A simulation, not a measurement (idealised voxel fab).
process module | voxel wiring stack
cross-section cut | 215 nm wide | cells 5 nm
A cross-section is a grid of square cells, given in bands from the top down. A band is one or more rows of cells.
Each band's line starts with the height of the band's top and of its bottom, in nm. Then come its materials from left to right, each with its width in nm. One material with "throughout" fills the band from edge to edge. "air" is empty space.
Height 0 is the level under which the wafer as received is all one material. The lowest band goes on downwards, as in "0 down".
A width such as "30 to 40" changes by the same amount from each row of cells to the next, from the band's top row to its bottom row.
"no change" after a step means that no cell of the cross-section changed.
closed voids: empty space of 8 cells or more with no open way to the top, each as width x height at its distance from the left edge, in nm
after a step's settings: what the simulator itself notes on the step
overlay nm, on a step with a mask: how far to the right of its planned place the mask lay; to the left if negative
plan
1 op RECEIVE | material Si
2 op CONFORMAL_DEP | material SiO2 | thk nm 10
3 op DIRECTIONAL_DEP | material TiN | thk nm 5
4 op DIRECTIONAL_DEP | material Ru | thk nm 15
5 op MASKED_ETCH | tone cover | mask id METAL_1 | width nm 25 | pitch nm 50 | etch materials Ru | depth nm 15 | overlay nm 0
6 op MASKED_ETCH | tone cover | mask id METAL_1 | width nm 25 | pitch nm 50 | etch materials TiN | depth nm 5 | overlay nm 0
7 op FILL_DEP | material lowk | thk nm 5
8 op CMP | height nm 30
9 op CONFORMAL_DEP | material SiCN | thk nm 5
10 op DIRECTIONAL_DEP | material SiO2 | thk nm 15
11 op PATTERN | tone open | mask id PLUG_1 | material resist | width nm 15 | thk nm 15 | overlay nm 0
12 op DIRECTIONAL_ETCH | etch materials SiO2 | depth nm 15
13 op DIRECTIONAL_ETCH | etch materials SiCN | depth nm 5
14 op STRIP | etch materials resist
15 op EPI | material Ru | thk nm 10
16 op EPI | material Ru | thk nm 10
17 op DIRECTIONAL_DEP | material TiN | thk nm 5
18 op DIRECTIONAL_DEP | material Ru | thk nm 20
19 op DIRECTIONAL_DEP | material aC | thk nm 15
20 op PATTERN | tone cover | mask id METAL_2 | material resist | width nm 25 | pitch nm 50 | thk nm 35 | overlay nm 0
21 op DIRECTIONAL_ETCH | etch materials aC | depth nm 15
22 op STRIP | etch materials resist
23 op DIRECTIONAL_ETCH | etch materials Ru | depth nm 20
24 op DIRECTIONAL_ETCH | etch materials TiN | depth nm 5
25 op STRIP | etch materials aC
26 op CONFORMAL_DEP | material SiN | thk nm 5
27 op FILL_DEP | material SiO2 | thk nm 5
28 op CMP | height nm 75
29 op CONFORMAL_DEP | material SiCN | thk nm 5
30 op DIRECTIONAL_DEP | material lowk | thk nm 10
31 op MASKED_ETCH | tone open | mask id PLUG_2 | width nm 15 | pitch nm 50 | etch materials lowk | depth nm 10 | overlay nm 0
32 op MASKED_ETCH | tone open | mask id PLUG_2 | width nm 15 | pitch nm 50 | etch materials SiCN | depth nm 5 | overlay nm 0
33 op CONFORMAL_DEP | material TiN | thk nm 5
34 op FILL_DEP | material Ru | thk nm 10
35 op CMP | height nm 90
36 op CONFORMAL_DEP | material SiCN | thk nm 5
37 op DIRECTIONAL_DEP | material SiO2 | thk nm 20
38 op PATTERN | tone open | mask id METAL_3 | material resist | width nm 25 | pitch nm 50 | thk nm 15 | overlay nm 0
39 op DIRECTIONAL_ETCH | etch materials SiO2 | depth nm 20
40 op DIRECTIONAL_ETCH | etch materials SiCN | depth nm 5
41 op STRIP | etch materials resist
42 op CONFORMAL_DEP | material TiN | thk nm 5
43 op FILL_DEP | material W | thk nm 10
44 op CMP | height nm 115
45 op EPI | material Ru | thk nm 5
46 op FILL_DEP | material SiCN | thk nm 5
47 op DIRECTIONAL_DEP | material lowk | thk nm 30
48 op DIRECTIONAL_DEP | material aC | thk nm 10
49 op PATTERN | tone open | mask id METAL_4_HOLES | material resist | width nm 15 | thk nm 30 | overlay nm 0
50 op DIRECTIONAL_ETCH | etch materials aC | depth nm 10
51 op STRIP | etch materials resist
52 op DIRECTIONAL_ETCH | etch materials lowk | depth nm 30
53 op STRIP | etch materials aC
54 op DIRECTIONAL_DEP | material aC | thk nm 10
55 op PATTERN | tone open | mask id METAL_4 | material resist | width nm 25 | pitch nm 50 | thk nm 25 | overlay nm 0
56 op DIRECTIONAL_ETCH | etch materials aC | depth nm 10
57 op STRIP | etch materials resist
58 op DIRECTIONAL_ETCH | etch materials lowk | depth nm 15
59 op DIRECTIONAL_ETCH | etch materials SiCN | depth nm 5
60 op STRIP | etch materials aC
61 op CONFORMAL_DEP | material TiN | thk nm 5
62 op FILL_DEP | material Cu | thk nm 5
63 op CMP | height nm 155
64 op CONFORMAL_DEP | material SiN | thk nm 5
as received, after step 1
  0 down: Si throughout
  closed voids: none
first wafer at the end, as planned
  160 to 155: SiN throughout
  155 to 145: lowk 70 | TiN 5 | Cu 15 | TiN 5 | lowk 25 | TiN 5 | Cu 15 | TiN 5 | lowk 70
  145 to 140: lowk 70 | TiN 5 | Cu 5 | TiN 15 | lowk 25 | TiN 25 | lowk 70
  140 to 125: lowk 70 | TiN 5 | Cu 5 | TiN 5 | lowk 130
  125 to 120: SiCN 70 | TiN 15 | SiCN 130
  120 to 115: SiCN 65 | Ru 35 | SiCN 15 | Ru 35 | SiCN 65
  115 to 95: SiO2 70 | TiN 5 | W 15 | TiN 5 | SiO2 25 | TiN 5 | W 15 | TiN 5 | SiO2 70
  95 to 90: SiCN 70 | TiN 25 | SiCN 25 | TiN 25 | SiCN 70
  90 to 80: lowk 70 | TiN 5 | Ru 5 | TiN 5 | lowk 35 | TiN 5 | Ru 5 | TiN 5 | lowk 80
  80 to 75: SiCN 70 | TiN 15 | SiCN 35 | TiN 15 | SiCN 80
  75 to 55: SiO2 65 | SiN 5 | Ru 25 | SiN 5 | SiO2 15 | SiN 5 | Ru 25 | SiN 5 | SiO2 65
  55 to 50: SiN 70 | TiN 25 | SiN 25 | TiN 25 | SiN 70
  50 to 35: SiO2 70 | Ru 15 | SiO2 130
  35 to 30: SiCN 70 | Ru 15 | SiCN 130
  30 to 15: lowk 70 | Ru 25 | lowk 25 | Ru 25 | lowk 70
  15 to 10: lowk 70 | TiN 25 | lowk 25 | TiN 25 | lowk 70
  10 to 0: SiO2 throughout
  0 down: Si throughout
  closed voids: none
second wafer at the end: like start, like plan, one mistake
  160 to 155: SiN throughout
  155 to 125: lowk 70 | TiN 5 | Cu 15 | TiN 5 | lowk 25 | TiN 5 | Cu 15 | TiN 5 | lowk 70
  125 to 120: SiCN 70 | TiN 25 | SiCN 25 | TiN 25 | SiCN 70
  120 to 115: SiCN 65 | Ru 35 | SiCN 15 | Ru 35 | SiCN 65
  115 to 95: SiO2 70 | TiN 5 | W 15 | TiN 5 | SiO2 25 | TiN 5 | W 15 | TiN 5 | SiO2 70
  95 to 90: SiCN 70 | TiN 25 | SiCN 25 | TiN 25 | SiCN 70
  90 to 80: lowk 70 | TiN 5 | Ru 5 | TiN 5 | lowk 35 | TiN 5 | Ru 5 | TiN 5 | lowk 80
  80 to 75: SiCN 70 | TiN 15 | SiCN 35 | TiN 15 | SiCN 80
  75 to 55: SiO2 65 | SiN 5 | Ru 25 | SiN 5 | SiO2 15 | SiN 5 | Ru 25 | SiN 5 | SiO2 65
  55 to 50: SiN 70 | TiN 25 | SiN 25 | TiN 25 | SiN 70
  50 to 35: SiO2 70 | Ru 15 | SiO2 130
  35 to 30: SiCN 70 | Ru 15 | SiCN 130
  30 to 15: lowk 70 | Ru 25 | lowk 25 | Ru 25 | lowk 70
  15 to 10: lowk 70 | TiN 25 | lowk 25 | TiN 25 | lowk 70
  10 to 0: SiO2 throughout
  0 down: Si throughout
  closed voids: none
what went wrong: step 58 was run twice
at the end the second wafer has, in cells: 20 more of Cu | 7 fewer of SiCN | 8 more of TiN | 21 fewer of lowk
